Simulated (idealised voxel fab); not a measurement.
Title: Process Module voxel capacitor over wiring
Each square cell in cross-section cut measures 5 nm, and the section as a whole is 245 nm wide.
This document writes a cross-section as a grid whose cells are square, and gives it as bands, listed from the top down; one or more rows of cells form a band. Band entry format. Leading values: height of top, height of bottom, nm. Remainder: materials in left-to-right order, each with its width in nm. Special words: "all across" on a single material, which then fills the band edge to edge; "blank", empty space. Note: height 0 marks the level under which the wafer is uniformly one material as received. Lowest band unbounded below, written "z 0 and below". Per-row width for "30->40": begins at first number (top row of band), ends at second number (bottom row), increment between rows held constant. What does "all unchanged" mean for a step? It means no cell of the cross-section changed in that step. The list in "Trapped cavities" covers empty spaces of 8 cells or more that cannot reach the top through any open way, and it gives each as width x height at distance; the distance is from the left edge, and width, height and distance are in nm. What comes after the settings on a step's line is commentary from the simulator itself on that step. Among the settings permitted on a step's line is "overlay nm"; applied to a step with a mask, it specifies the extent to which the mask lay to the right of its planned position, whereas a negative figure signifies a position to the left.

# Planned process steps
| 1 | op RECEIVE | material Si |
| 2 | op CONFORMAL_DEP | material SiO2 | thk nm 15 |
| 3 | op DIRECTIONAL_DEP | material TiN | thk nm 5 |
| 4 | op DIRECTIONAL_DEP | material W | thk nm 25 |
| 5 | op DIRECTIONAL_DEP | material aC | thk nm 10 |
| 6 | op PATTERN | tone cover | mask id METAL_1 | material resist | width nm 15 | pitch nm 80 | thk nm 30 | overlay nm 0 |
| 7 | op DIRECTIONAL_ETCH | etch materials aC | depth nm 10 |
| 8 | op STRIP | etch materials resist |
| 9 | op DIRECTIONAL_ETCH | etch materials W | depth nm 25 |
| 10 | op DIRECTIONAL_ETCH | etch materials TiN | depth nm 5 |
| 11 | op STRIP | etch materials aC |
| 12 | op CONFORMAL_DEP | material SiCN | thk nm 5 |
| 13 | op FILL_DEP | material lowk | thk nm 10 |
| 14 | op CMP | height nm 45 |
| 15 | op CONFORMAL_DEP | material SiCN | thk nm 5 |
| 16 | op DIRECTIONAL_DEP | material lowk | thk nm 10 |
| 17 | op DIRECTIONAL_DEP | material aC | thk nm 10 |
| 18 | op PATTERN | tone open | mask id PLUG_1 | material resist | width nm 15 | thk nm 30 | overlay nm 0 |
| 19 | op DIRECTIONAL_ETCH | etch materials aC | depth nm 10 |
| 20 | op STRIP | etch materials resist |
| 21 | op DIRECTIONAL_ETCH | etch materials lowk | depth nm 10 |
| 22 | op DIRECTIONAL_ETCH | etch materials SiCN | depth nm 5 |
| 23 | op STRIP | etch materials aC |
| 24 | op CONFORMAL_DEP | material TiN | thk nm 5 |
| 25 | op FILL_DEP | material Cu | thk nm 5 |
| 26 | op CMP | height nm 60 |
| 27 | op DIRECTIONAL_DEP | material TiN | thk nm 5 |
| 28 | op DIRECTIONAL_DEP | material SiN | thk nm 5 |
| 29 | op DIRECTIONAL_DEP | material TiN | thk nm 5 |
| 30 | op DIRECTIONAL_DEP | material aC | thk nm 10 |
| 31 | op PATTERN | tone cover | mask id UPPER_PLATE | material resist | width nm 60 | thk nm 30 | overlay nm 0 |
| 32 | op DIRECTIONAL_ETCH | etch materials aC | depth nm 10 |
| 33 | op STRIP | etch materials resist |
| 34 | op DIRECTIONAL_ETCH | etch materials TiN | depth nm 5 |
| 35 | op DIRECTIONAL_ETCH | etch materials SiN | depth nm 5 |
| 36 | op STRIP | etch materials aC |
| 37 | op PATTERN | tone cover | mask id LOWER_PLATE | material resist | width nm 70 | thk nm 20 | overlay nm 0 |
| 38 | op DIRECTIONAL_ETCH | etch materials TiN | depth nm 5 |
| 39 | op STRIP | etch materials resist |
| 40 | op FILL_DEP | material SiO2 | thk nm 20 |
| 41 | op CMP | height nm 90 |
| 42 | op MASKED_ETCH | tone open | mask id PLUG_2 | width nm 15 | etch materials SiO2 | depth nm 15 | overlay nm 0 |
| 43 | op CONFORMAL_DEP | material TiN | thk nm 5 |
| 44 | op FILL_DEP | material Cu | thk nm 10 |
| 45 | op CMP | height nm 90 |
| 46 | op CONFORMAL_DEP | material SiN | thk nm 5 |
Same starting wafers, different width nm at step 6. Plan value belongs to the first wafer.

# Here's the first of the wafers in cross-section, just as we got it, i.e. after step 1
> z 0 and below = Si all across
> Trapped cavities: none

# The table below has one row for each wafer; a row shows, as of the end of the module, how many cells of each material the wafer has gained, marked (+), or lost, marked (-), since it was received, and then the wafer's closed voids
width nm 15 | +4 Cu | +109 SiCN | +61 SiN | +394 SiO2 | +46 TiN | +30 W | +287 lowk | Trapped cavities: none
width nm 20 | +4 Cu | +107 SiCN | +61 SiN | +394 SiO2 | +48 TiN | +40 W | +277 lowk | Trapped cavities: none
width nm 25 | +4 Cu | +105 SiCN | +61 SiN | +394 SiO2 | +50 TiN | +50 W | +267 lowk | Trapped cavities: none
width nm 30 | +4 Cu | +103 SiCN | +61 SiN | +394 SiO2 | +52 TiN | +60 W | +257 lowk | Trapped cavities: none
width nm 35 | +4 Cu | +101 SiCN | +61 SiN | +394 SiO2 | +54 TiN | +70 W | +247 lowk | Trapped cavities: none
width nm 40 | +4 Cu | +99 SiCN | +61 SiN | +394 SiO2 | +56 TiN | +80 W | +237 lowk | Trapped cavities: none
